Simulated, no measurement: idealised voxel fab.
Documented hereafter: the process module known as voxel capacitor over wiring.
The width of the displayed cross-section, cut, is 230 nm; its cells are square, with a size of 5 nm.
When this document writes out a cross-section, it uses a grid of square cells and lists it as bands, beginning at the top and moving down, with a band standing for one or more rows of cells. Within each band entry, the heights of the top and of the bottom of the band appear first, in that order and in nm; the materials of the band then follow from left to right, each with its corresponding width in nm. The designation "all across" on a single material indicates that it fills the band from edge to edge; the designation "blank" indicates empty space. All heights in this document are referenced to 0, defined as the level beneath which the wafer, as received, consists entirely of one material. The lowest band is not bounded below; it extends indefinitely downward and is written in the form "0 down". The two numbers in a width such as "30..40" mark its ends across the band: the first belongs to the top row of cells, the second to the bottom row, and from each row to the next the width moves by the same amount. It should be understood that the words "all unchanged", when stated for a given step, signify that the cross-section underwent no change in any of its cells during that step. Under "Sealed void listing" you'll find the enclosed gaps, the ones with no way out to the top, that are 8 cells or bigger; each reads width x height at distance, with distance counted from the left edge, everything in nm. Where a step's line continues beyond its settings, the continuation is a remark by the simulator itself on that step. What "overlay nm" on a step's line means: if the step has a mask, that mask lay this far to the right of its planned place, or, when the value is negative, to the left.
[Process steps - plan]
1,RECEIVE (material Si)
2,CONFORMAL_DEP (material SiO2; thk nm 10)
3,CONFORMAL_DEP (material SiN; thk nm 5)
4,DIRECTIONAL_DEP (material SiO2; thk nm 25)
5,DIRECTIONAL_DEP (material aC; thk nm 10)
6,PATTERN (tone open; mask id METAL_1; material resist; width nm 20; pitch nm 90; thk nm 30; overlay nm 0)
7,DIRECTIONAL_ETCH (etch materials aC; depth nm 10)
8,STRIP (etch materials resist)
9,DIRECTIONAL_ETCH (etch materials SiO2; depth nm 25)
10,DIRECTIONAL_ETCH (etch materials SiN; depth nm 5)
11,STRIP (etch materials aC)
12,CONFORMAL_DEP (material TiN; thk nm 5)
13,FILL_DEP (material Cu; thk nm 5)
14,CMP (height nm 40)
15,CONFORMAL_DEP (material SiCN; thk nm 5)
16,DIRECTIONAL_DEP (material lowk; thk nm 20)
17,DIRECTIONAL_DEP (material aC; thk nm 10)
18,PATTERN (tone open; mask id PLUG_1; material resist; width nm 15; thk nm 25; overlay nm -15)
19,DIRECTIONAL_ETCH (etch materials aC; depth nm 10)
20,STRIP (etch materials resist)
21,DIRECTIONAL_ETCH (etch materials lowk; depth nm 20)
22,DIRECTIONAL_ETCH (etch materials SiCN; depth nm 5)
23,STRIP (etch materials aC)
24,CONFORMAL_DEP (material TiN; thk nm 5)
25,FILL_DEP (material W; thk nm 10)
26,CMP (height nm 65)
27,DIRECTIONAL_DEP (material TiN; thk nm 10)
28,DIRECTIONAL_DEP (material HfO2; thk nm 5)
29,DIRECTIONAL_DEP (material TiN; thk nm 5)
30,DIRECTIONAL_DEP (material aC; thk nm 15)
31,PATTERN (tone cover; mask id UPPER_PLATE; material resist; width nm 75; thk nm 35; overlay nm 0)
32,DIRECTIONAL_ETCH (etch materials aC; depth nm 15)
33,STRIP (etch materials resist)
34,DIRECTIONAL_ETCH (etch materials TiN; depth nm 5)
35,DIRECTIONAL_ETCH (etch materials HfO2; depth nm 5)
36,STRIP (etch materials aC)
37,PATTERN (tone cover; mask id LOWER_PLATE; material resist; width nm 85; thk nm 20; overlay nm 0)
38,DIRECTIONAL_ETCH (etch materials TiN; depth nm 10)
39,STRIP (etch materials resist)
40,FILL_DEP (material SiO2; thk nm 15)
41,CMP (height nm 95)
42,MASKED_ETCH (tone open; mask id PLUG_2; width nm 15; etch materials SiO2; depth nm 10; overlay nm 0)
43,CONFORMAL_DEP (material TiN; thk nm 5)
44,FILL_DEP (material W; thk nm 10)
45,CMP (height nm 95)
46,CONFORMAL_DEP (material SiN; thk nm 5)
For this document, wafers share an identical start and vary in the step 18 overlay nm; the plan quotes the first wafer's value.
[The as-received cross-section of the first of several wafers corresponds to the state after step 1]
	0 down  Si all across
	Sealed void listing: none
[Row per wafer, end-of-module: cell gain (+)/loss (-) by material since the wafer came in, then closed voids]
overlay nm -15 | +20 Cu | +15 HfO2 | +43 SiCN | +84 SiN | +488 SiO2 | +93 TiN | +5 W | +172 lowk | Sealed void listing: none
overlay nm -10 | +20 Cu | +15 HfO2 | +43 SiCN | +84 SiN | +488 SiO2 | +93 TiN | +5 W | +172 lowk | Sealed void listing: none
overlay nm -5 | +20 Cu | +15 HfO2 | +43 SiCN | +84 SiN | +488 SiO2 | +93 TiN | +5 W | +172 lowk | Sealed void listing: none
overlay nm 0 | +20 Cu | +15 HfO2 | +43 SiCN | +84 SiN | +488 SiO2 | +93 TiN | +5 W | +172 lowk | Sealed void listing: none
overlay nm 5 | +20 Cu | +15 HfO2 | +43 SiCN | +84 SiN | +488 SiO2 | +93 TiN | +5 W | +172 lowk | Sealed void listing: none
overlay nm 10 | +20 Cu | +15 HfO2 | +43 SiCN | +84 SiN | +488 SiO2 | +93 TiN | +5 W | +172 lowk | Sealed void listing: none
overlay nm 15 | +20 Cu | +15 HfO2 | +43 SiCN | +84 SiN | +488 SiO2 | +93 TiN | +5 W | +172 lowk | Sealed void listing: none
